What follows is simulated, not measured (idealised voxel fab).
process module | voxel ribs on slabs
Cross-section cut spans 275 nm and uses square cells 5 nm in size.
Square cells in a grid make up a cross-section in this document, and the grid is given as bands, listed from the top down, each one or more rows of cells.
Top, bottom (nm), then materials left to right with widths (nm); lone material tagged "all across" fills the whole band edge to edge; "blank" = empty space.
Measure heights from 0. That's the level where, below it, the as-received wafer is all one material. The lowest band is bottomless and extends downward; write it as in "0 nm and below".
Quick explanation for "30..40": the width changes in equal steps down the rows of cells, from the first number in the band's top row to the second number in its bottom row.
Where a step carries "nothing altered", the cross-section came out of it unchanged, cell for cell.
Entry "Internal closed voids" = empty spaces >= 8 cells with no open way to the top; each as width x height at distance, distance from left edge, all nm.
The remark found on a step's line after its settings is issued by the simulator itself and pertains to that step.
"overlay nm" answers the question of how far to the right of plan the mask lay on a step that has a mask, and when it is negative the answer is to the left.
[So here's the lineup of process steps we planned]
1: RECEIVE, material Si
2: DIRECTIONAL_DEP, material SiO2, thk nm 25
3: DIRECTIONAL_DEP, material SiN, thk nm 15
4: MASKED_ETCH, tone cover, mask id RIB, width nm 25, etch materials SiN, depth nm 5, overlay nm 0
5: DIRECTIONAL_DEP, material aC, thk nm 15
6: PATTERN, tone cover, mask id SLAB, material resist, width nm 55, thk nm 35, overlay nm 0
7: DIRECTIONAL_ETCH, etch materials aC, depth nm 15
8: STRIP, etch materials resist
9: DIRECTIONAL_ETCH, etch materials SiN, depth nm 10
10: STRIP, etch materials aC
11: FILL_DEP, material SiO2, thk nm 15
12: CMP, height nm 50
13: DIRECTIONAL_DEP, material W, thk nm 10
14: PATTERN, tone cover, mask id HEATER, material resist, width nm 35, thk nm 20, overlay nm 0
15: DIRECTIONAL_ETCH, etch materials W, depth nm 10
16: STRIP, etch materials resist
17: CONFORMAL_DEP, material SiN, thk nm 10
[So this is the incoming wafer in cross-section - it's already been through step 1]
- 0 nm and below  Si all across
- Internal closed voids: none
[Result of the module, cross-sectioned: start per above, plan per above, one error in how it was run]
- 60 nm to 50 nm  blank 120  W 35  blank 120
- 50 nm to 40 nm  SiO2 all across
- 40 nm to 35 nm  SiO2 125  SiN 25  SiO2 125
- 35 nm to 25 nm  SiO2 110  SiN 55  SiO2 110
- 25 nm to 0 nm  SiO2 all across
- 0 nm and below  Si all across
- Internal closed voids: none
What was done differently from what was planned? step 17 from the plan never happened, it was just skipped
